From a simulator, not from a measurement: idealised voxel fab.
process module | voxel wiring stack
cross-section cut | 210 nm wide | cells 5 nm
A cross-section is a grid of square cells, given in bands from the top down. A band is one or more rows of cells.
Each band's line starts with the height of the band's top and of its bottom, in nm. Then come its materials from left to right, each with its width in nm. One material with "throughout" fills the band from edge to edge. "air" is empty space.
Height 0 is the level under which the wafer as received is all one material. The lowest band goes on downwards, as in "0 down".
A width such as "30 to 40" changes by the same amount from each row of cells to the next, from the band's top row to its bottom row.
"no change" after a step means that no cell of the cross-section changed.
closed voids: empty space of 8 cells or more with no open way to the top, each as width x height at its distance from the left edge, in nm
after a step's settings: what the simulator itself notes on the step
overlay nm, on a step with a mask: how far to the right of its planned place the mask lay; to the left if negative
plan
1 op RECEIVE | material Si
2 op CONFORMAL_DEP | material SiO2 | thk nm 10
3 op CONFORMAL_DEP | material SiCN | thk nm 5
4 op DIRECTIONAL_DEP | material SiO2 | thk nm 25
5 op MASKED_ETCH | tone open | mask id METAL_1 | width nm 30 | pitch nm 45 | etch materials SiO2 | depth nm 25 | overlay nm 0
6 op MASKED_ETCH | tone open | mask id METAL_1 | width nm 30 | pitch nm 45 | etch materials SiCN | depth nm 5 | overlay nm 0
7 op CONFORMAL_DEP | material TiN | thk nm 5
8 op FILL_DEP | material W | thk nm 10
9 op CMP | height nm 40
10 op EPI | material Ru | thk nm 5
11 op FILL_DEP | material SiCN | thk nm 5
12 op DIRECTIONAL_DEP | material SiO2 | thk nm 35
13 op DIRECTIONAL_DEP | material aC | thk nm 15
14 op PATTERN | tone open | mask id METAL_2_HOLES | material resist | width nm 15 | pitch nm 45 | thk nm 30 | overlay nm 0
15 op DIRECTIONAL_ETCH | etch materials aC | depth nm 15
16 op STRIP | etch materials resist
17 op DIRECTIONAL_ETCH | etch materials SiO2 | depth nm 35
18 op STRIP | etch materials aC
19 op PATTERN | tone open | mask id METAL_2 | material resist | width nm 30 | pitch nm 45 | thk nm 20 | overlay nm 0
20 op DIRECTIONAL_ETCH | etch materials SiO2 | depth nm 20
21 op DIRECTIONAL_ETCH | etch materials SiCN | depth nm 5
22 op STRIP | etch materials resist
23 op CONFORMAL_DEP | material TiN | thk nm 5
24 op FILL_DEP | material Cu | thk nm 10
25 op CMP | height nm 85
26 op CONFORMAL_DEP | material SiCN | thk nm 5
as received, after step 1
  0 down: Si throughout
  closed voids: none
first wafer at the end, as planned
  90 to 85: SiCN throughout
  85 to 70: SiO2 65 | TiN 5 | Cu 20 | TiN 5 | SiO2 15 | TiN 5 | Cu 20 | TiN 5 | SiO2 70
  70 to 65: SiO2 65 | TiN 5 | Cu 5 | TiN 20 | SiO2 15 | TiN 5 | Cu 5 | TiN 20 | SiO2 70
  65 to 50: SiO2 65 | TiN 5 | Cu 5 | TiN 5 | SiO2 30 | TiN 5 | Cu 5 | TiN 5 | SiO2 85
  50 to 45: SiCN 65 | TiN 15 | SiCN 30 | TiN 15 | SiCN 85
  45 to 40: SiCN 60 | Ru 40 | SiCN 5 | Ru 40 | SiCN 65
  40 to 15: SiO2 65 | TiN 5 | W 20 | TiN 5 | SiO2 15 | TiN 5 | W 20 | TiN 5 | SiO2 70
  15 to 10: SiCN 65 | TiN 30 | SiCN 15 | TiN 30 | SiCN 70
  10 to 0: SiO2 throughout
  0 down: Si throughout
  closed voids: none
second wafer at the end: like start, like plan, one mistake
  90 to 85: SiCN throughout
  85 to 70: SiO2 65 | TiN 5 | Cu 25 | TiN 5 | SiO2 10 | TiN 5 | Cu 25 | TiN 5 | SiO2 65
  70 to 65: SiO2 65 | TiN 5 | Cu 5 | TiN 25 | SiO2 10 | TiN 5 | Cu 5 | TiN 25 | SiO2 65
  65 to 55: SiO2 65 | TiN 5 | Cu 5 | TiN 5 | SiO2 30 | TiN 5 | Cu 5 | TiN 5 | SiO2 85
  55 to 50: SiO2 65 | TiN 15 | SiO2 30 | TiN 15 | SiO2 85
  50 to 45: SiCN 70 | TiN 10 | SiCN 35 | TiN 10 | SiCN 85
  45 to 40: SiCN 60 | Ru 40 | SiCN 5 | Ru 40 | SiCN 65
  40 to 15: SiO2 65 | TiN 5 | W 20 | TiN 5 | SiO2 15 | TiN 5 | W 20 | TiN 5 | SiO2 70
  15 to 10: SiCN 65 | TiN 30 | SiCN 15 | TiN 30 | SiCN 70
  10 to 0: SiO2 throughout
  0 down: Si throughout
  closed voids: none
what went wrong: step 19 ran as: op PATTERN | tone open | mask id METAL_2 | material resist | width nm 30 | pitch nm 45 | thk nm 20 | overlay nm 5
at the end the second wafer has, in cells: 4 more of Cu | 2 more of SiCN | 8 fewer of SiO2 | 2 more of TiN
